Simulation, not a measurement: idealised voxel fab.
This section sets out a process module, namely voxel spacer lines.
The cross-section on display is named cut; it measures 185 nm wide, and its cells are 5 nm squares.
Throughout this document, each cross-section is represented as a grid of square cells and is presented as a sequence of bands enumerated from the top downward, where a band comprises one or more rows of cells. For a band, the entry starts with two heights in nm, that of the top and then that of the bottom, and carries on with the band's materials in order from left to right, each alongside its width in nm; the word "everywhere" beside a single material means it fills the band edge to edge, and "blank" means empty space. Measure heights from 0. That's the level where, below it, the as-received wafer is all one material. The lowest band is bottomless and extends downward; write it as in "0 nm and below". Top row gets the first number, bottom row gets the second, and each row in between changes by the same step: that is how a band width like "30..40" works. Take "identical to before" at face value: in the step it is given for, the cross-section changed in none of its cells. Heads up: "Enclosed voids" only lists the empty pockets with no open path to the top that are 8 cells or more, and it writes them as width x height at distance, distance from the left edge, in nm. If you see something after the settings on a step's line, that's the simulator's own remark about that step. When a step includes a mask, the "overlay nm" setting on its line states how far to the right of its planned place that mask lay, and negative values state how far to the left.
[This section lists the process steps that were planned]
| 1 | RECEIVE: material Si |
| 2 | CONFORMAL_DEP: material Al2O3, thk nm 5 |
| 3 | DIRECTIONAL_DEP: material SiN, thk nm 10 |
| 4 | DIRECTIONAL_DEP: material aC, thk nm 25 |
| 5 | PATTERN: tone cover, mask id MANDREL, material resist, width nm 25, pitch nm 70, thk nm 30, overlay nm 0 |
| 6 | DIRECTIONAL_ETCH: etch materials aC, depth nm 25 |
| 7 | STRIP: etch materials resist |
| 8 | CONFORMAL_DEP: material SiO2, thk nm 10 |
| 9 | DIRECTIONAL_ETCH: etch materials SiO2, depth nm 10 |
| 10 | STRIP: etch materials aC |
| 11 | DIRECTIONAL_ETCH: etch materials SiN, depth nm 10 |
| 12 | STRIP: etch materials SiO2 |
| 13 | FILL_DEP: material lowk, thk nm 5 |
| 14 | CMP: height nm 15 |
[Step 1 complete: cross-section of the wafer as received]
0 nm and below = Si everywhere
Enclosed voids: none
[Below is the wafer in cross-section after the module was completed. It began from the starting point shown above and followed the plan shown above, except that one mistake was made while running it]
15 nm to 10 nm = Al2O3 everywhere
10 nm to 0 nm = SiN everywhere
0 nm and below = Si everywhere
Enclosed voids: none
What broke from the plan during processing? steps 2 and 3 run out of order (swapped)
